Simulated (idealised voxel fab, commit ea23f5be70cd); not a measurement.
The following is a process module called voxel tone inversion.
Shown is cross-section cut, with a width of 210 nm and square cells of size 5 nm.
Cross-section format: a grid of square cells, given as bands from top to bottom; each band is one or more rows of cells.
In this notation a band is specified by the heights of its top and bottom, in that order and in nm, after which its materials appear from left to right, each paired with its width in nm. The word "everywhere" attached to a single material means that material fills the band from edge to edge; the word "blank" stands for empty space.
Height is counted from the level 0, under which the received wafer is composed throughout of one material. The lowest of the bands is not closed at the bottom but continues downward, in the notation "0 and below".
A width such as "30..40" changes by the same amount from each row of cells to the next, from the band's top row to its bottom row.
Where the words "everything unchanged" appear for a step, the cross-section shows no cell changed by that step; every cell remained as before.
This entry, "Fully sealed voids", enumerates those empty regions of no fewer than 8 cells that possess no open connection to the top. Each region is reported in the form width x height at distance, the distance being taken from the left edge, with all three quantities expressed in nm.
Note: text after step settings on the step line = simulator remark on that step.
overlay nm: mask right of planned place by this much (step with mask). Neg. = left.
The planned process steps are enumerated hereunder:
step 1: RECEIVE with material Si
step 2: CONFORMAL_DEP with material SiCN, thk nm 5
step 3: DIRECTIONAL_DEP with material aC, thk nm 25
step 4: PATTERN with tone cover, mask id POSTS, material resist, width nm 15, pitch nm 40, thk nm 30, overlay nm 0
step 5: DIRECTIONAL_ETCH with etch materials aC, depth nm 25
step 6: STRIP with etch materials resist
step 7: FILL_DEP with material lowk, thk nm 5
step 8: CMP with height nm 30
step 9: STRIP with etch materials aC
step 10: CONFORMAL_DEP with material TiN, thk nm 5
step 11: FILL_DEP with material Ru, thk nm 10
step 12: CMP with height nm 30
step 13: CONFORMAL_DEP with material SiCN, thk nm 5
Wafers differ in thk nm at step 10; plan lists the first wafer's value; identical starting state.
Step 1 complete: as-received cross-section of the first of several wafers:
* 0 and below = Si everywhere
* Fully sealed voids: none
The following table contains a row per wafer, in which are reported, at the conclusion of the module, the cells of each material gained (+) or lost (-) since the wafer's receipt, with its closed voids given thereafter:
thk nm 5; +8 Ru; +84 SiCN; +22 TiN; +180 lowk; Fully sealed voids: none
thk nm 10; +84 SiCN; +30 TiN; +180 lowk; Fully sealed voids: none
thk nm 15; +84 SiCN; +30 TiN; +180 lowk; Fully sealed voids: none
thk nm 20; +84 SiCN; +30 TiN; +180 lowk; Fully sealed voids: none
